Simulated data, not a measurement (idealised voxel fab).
Name of the process module below: voxel ribs on slabs
In the cross-section labelled cut, the width is 165 nm and each square cell is 5 nm.
Cross-section, as written here: a square-cell grid given band by band from the top down, where a band holds one or more rows of cells.
Heads up on the band format: heights come first, top then bottom, in nm. After that it's the materials left to right, each with its width in nm. A single material flagged "full width" fills the whole band edge to edge, and "empty" means there's empty space there.
Height is counted from the level 0, under which the received wafer is composed throughout of one material. The lowest of the bands is not closed at the bottom but continues downward, in the notation "0 nm and below".
Width: "30->40" (first number = top row, second number = bottom row, same change from row to row of cells).
"no modification", as given for a step, is the statement that not any cell of the cross-section underwent a change during that step.
Heads up: "Completely sealed voids" only lists the empty pockets with no open path to the top that are 8 cells or more, and it writes them as width x height at distance, distance from the left edge, in nm.
On each step's line, the part that comes after the settings is the simulator's own comment on the step.
"overlay nm", when on a step's line for a step with a mask, measures how far to the right of its planned place the mask lay; a negative measure means to the left.

Intended process steps:
1) RECEIVE with material Si
2) DIRECTIONAL_DEP with material SiO2, thk nm 30
3) DIRECTIONAL_DEP with material SiN, thk nm 15
4) DIRECTIONAL_DEP with material aC, thk nm 10
5) PATTERN with tone cover, mask id RIB, material resist, width nm 25, thk nm 25, overlay nm 0
6) DIRECTIONAL_ETCH with etch materials aC, depth nm 10
7) STRIP with etch materials resist
8) DIRECTIONAL_ETCH with etch materials SiN, depth nm 10
9) STRIP with etch materials aC
10) MASKED_ETCH with tone cover, mask id SLAB, width nm 55, etch materials SiN, depth nm 5, overlay nm 0
11) FILL_DEP with material SiO2, thk nm 25
12) CMP with height nm 65
13) DIRECTIONAL_DEP with material TiN, thk nm 5
14) DIRECTIONAL_DEP with material aC, thk nm 10
15) PATTERN with tone cover, mask id HEATER, material resist, width nm 35, thk nm 30, overlay nm 0
16) DIRECTIONAL_ETCH with etch materials aC, depth nm 10
17) STRIP with etch materials resist
18) DIRECTIONAL_ETCH with etch materials TiN, depth nm 5
19) STRIP with etch materials aC
20) CONFORMAL_DEP with material SiO2, thk nm 10

First of two wafers: run as planned:

The cross-section here shows the wafer as received, i.e. in its state after step 1:
> 0 nm and below | Si full width
> Completely sealed voids: none

Cross-section of the wafer after step 2:
> 30 nm to 0 nm | SiO2 full width
> Under the height 0 nothing was changed.

Cross-section of the wafer after step 3:
> 45 nm to 30 nm | SiN full width
> Under the height 30 nothing was changed.

Cross-section of the wafer after step 4:
> 55 nm to 45 nm | aC full width
> Under the height 45 nothing was changed.

Cross-section of the wafer after step 5:
> 80 nm to 55 nm | 70 nm empty, 25 nm resist, 70 nm empty
> Under the height 55 nothing was changed.

Cross-section of the wafer after step 6:
> 70 nm to 55 nm | 70 nm empty, 25 nm resist, 70 nm empty
> 55 nm to 45 nm | 70 nm empty, 25 nm aC, 70 nm empty
> Under the height 45 nothing was changed.

Cross-section of the wafer after step 7:
> 55 nm to 45 nm | 70 nm empty, 25 nm aC, 70 nm empty
> Under the height 45 nothing was changed.

Cross-section of the wafer after step 8:
> 55 nm to 45 nm | 70 nm empty, 25 nm aC, 70 nm empty
> 45 nm to 35 nm | 70 nm empty, 25 nm SiN, 70 nm empty
> Under the height 35 nothing was changed.

Cross-section of the wafer after step 9:
> 45 nm to 35 nm | 70 nm empty, 25 nm SiN, 70 nm empty
> Under the height 35 nothing was changed.

Cross-section of the wafer after step 10:
> 45 nm to 35 nm | 70 nm empty, 25 nm SiN, 70 nm empty
> 35 nm to 30 nm | 55 nm empty, 55 nm SiN, 55 nm empty
> Under the height 30 nothing was changed.

Cross-section of the wafer after step 11:
> 70 nm to 45 nm | SiO2 full width
> 45 nm to 35 nm | 70 nm SiO2, 25 nm SiN, 70 nm SiO2
> 35 nm to 30 nm | 55 nm SiO2, 55 nm SiN, 55 nm SiO2
> Under the height 30 nothing was changed.

Cross-section of the wafer after step 12:
> 65 nm to 45 nm | SiO2 full width
> Under the height 45 nothing was changed.

Cross-section of the wafer after step 13:
> 70 nm to 65 nm | TiN full width
> Under the height 65 nothing was changed.

Cross-section of the wafer after step 14:
> 80 nm to 70 nm | aC full width
> Under the height 70 nothing was changed.

Cross-section of the wafer after step 15:
> 110 nm to 80 nm | 65 nm empty, 35 nm resist, 65 nm empty
> Under the height 80 nothing was changed.

Cross-section of the wafer after step 16:
> 100 nm to 80 nm | 65 nm empty, 35 nm resist, 65 nm empty
> 80 nm to 70 nm | 65 nm empty, 35 nm aC, 65 nm empty
> Under the height 70 nothing was changed.

Cross-section of the wafer after step 17:
> 80 nm to 70 nm | 65 nm empty, 35 nm aC, 65 nm empty
> Under the height 70 nothing was changed.

Cross-section of the wafer after step 18:
> 80 nm to 70 nm | 65 nm empty, 35 nm aC, 65 nm empty
> 70 nm to 65 nm | 65 nm empty, 35 nm TiN, 65 nm empty
> Under the height 65 nothing was changed.

Cross-section of the wafer after step 19:
> 70 nm to 65 nm | 65 nm empty, 35 nm TiN, 65 nm empty
> Under the height 65 nothing was changed.

Cross-section of the wafer after step 20:
> 80 nm to 75 nm | 55 nm empty, 55 nm SiO2, 55 nm empty
> 75 nm to 70 nm | SiO2 full width
> 70 nm to 65 nm | 65 nm SiO2, 35 nm TiN, 65 nm SiO2
> Under the height 65 nothing was changed.

Companion wafer, the second of two: same beginning, same intended sequence, one mistake in carrying it out; through step 1 inclusive it tracks the first exactly:

Second wafer shown in cross-section at the time step 2 was slated to end:
> 15 nm to 0 nm | SiN full width
> Under the height 0 nothing was changed.

Second wafer shown in cross-section at the time step 3 was slated to end:
> 45 nm to 15 nm | SiO2 full width
> Under the height 15 nothing was changed.

Second wafer shown in cross-section at the time step 4 was slated to end:
> 55 nm to 45 nm | aC full width
> Under the height 45 nothing was changed.

Second wafer shown in cross-section at the time step 5 was slated to end:
> 80 nm to 55 nm | 70 nm empty, 25 nm resist, 70 nm empty
> Under the height 55 nothing was changed.

Second wafer shown in cross-section at the time step 6 was slated to end:
> 70 nm to 55 nm | 70 nm empty, 25 nm resist, 70 nm empty
> 55 nm to 45 nm | 70 nm empty, 25 nm aC, 70 nm empty
> Under the height 45 nothing was changed.

Second wafer shown in cross-section at the time step 7 was slated to end:
> 55 nm to 45 nm | 70 nm empty, 25 nm aC, 70 nm empty
> Under the height 45 nothing was changed.

Second wafer shown in cross-section at the time step 8 was slated to end: no modification

Second wafer shown in cross-section at the time step 9 was slated to end:
> 45 nm to 15 nm | SiO2 full width
> Under the height 15 nothing was changed.

Second wafer shown in cross-section at the time step 10 was slated to end: no modification

Second wafer shown in cross-section at the time step 11 was slated to end:
> 70 nm to 15 nm | SiO2 full width
> Under the height 15 nothing was changed.

Second wafer shown in cross-section at the time step 12 was slated to end:
> 65 nm to 15 nm | SiO2 full width
> Under the height 15 nothing was changed.

Second wafer shown in cross-section at the time step 13 was slated to end:
> 70 nm to 65 nm | TiN full width
> Under the height 65 nothing was changed.

Second wafer shown in cross-section at the time step 14 was slated to end:
> 80 nm to 70 nm | aC full width
> Under the height 70 nothing was changed.

Second wafer shown in cross-section at the time step 15 was slated to end:
> 110 nm to 80 nm | 65 nm empty, 35 nm resist, 65 nm empty
> Under the height 80 nothing was changed.

Second wafer shown in cross-section at the time step 16 was slated to end:
> 100 nm to 80 nm | 65 nm empty, 35 nm resist, 65 nm empty
> 80 nm to 70 nm | 65 nm empty, 35 nm aC, 65 nm empty
> Under the height 70 nothing was changed.

Second wafer shown in cross-section at the time step 17 was slated to end:
> 80 nm to 70 nm | 65 nm empty, 35 nm aC, 65 nm empty
> Under the height 70 nothing was changed.

Second wafer shown in cross-section at the time step 18 was slated to end:
> 80 nm to 70 nm | 65 nm empty, 35 nm aC, 65 nm empty
> 70 nm to 65 nm | 65 nm empty, 35 nm TiN, 65 nm empty
> Under the height 65 nothing was changed.

Second wafer shown in cross-section at the time step 19 was slated to end:
> 70 nm to 65 nm | 65 nm empty, 35 nm TiN, 65 nm empty
> Under the height 65 nothing was changed.

Second wafer shown in cross-section at the time step 20 was slated to end:
> 80 nm to 75 nm | 55 nm empty, 55 nm SiO2, 55 nm empty
> 75 nm to 70 nm | SiO2 full width
> 70 nm to 65 nm | 65 nm SiO2, 35 nm TiN, 65 nm SiO2
> Under the height 65 nothing was changed.
Error vs. plan: the intended sequence of steps 2 and 3 was reversed during processing, with each occupying the position of the other
Cell-count delta at end, second wafer over first, by material: SiN +78 | SiO2 -78
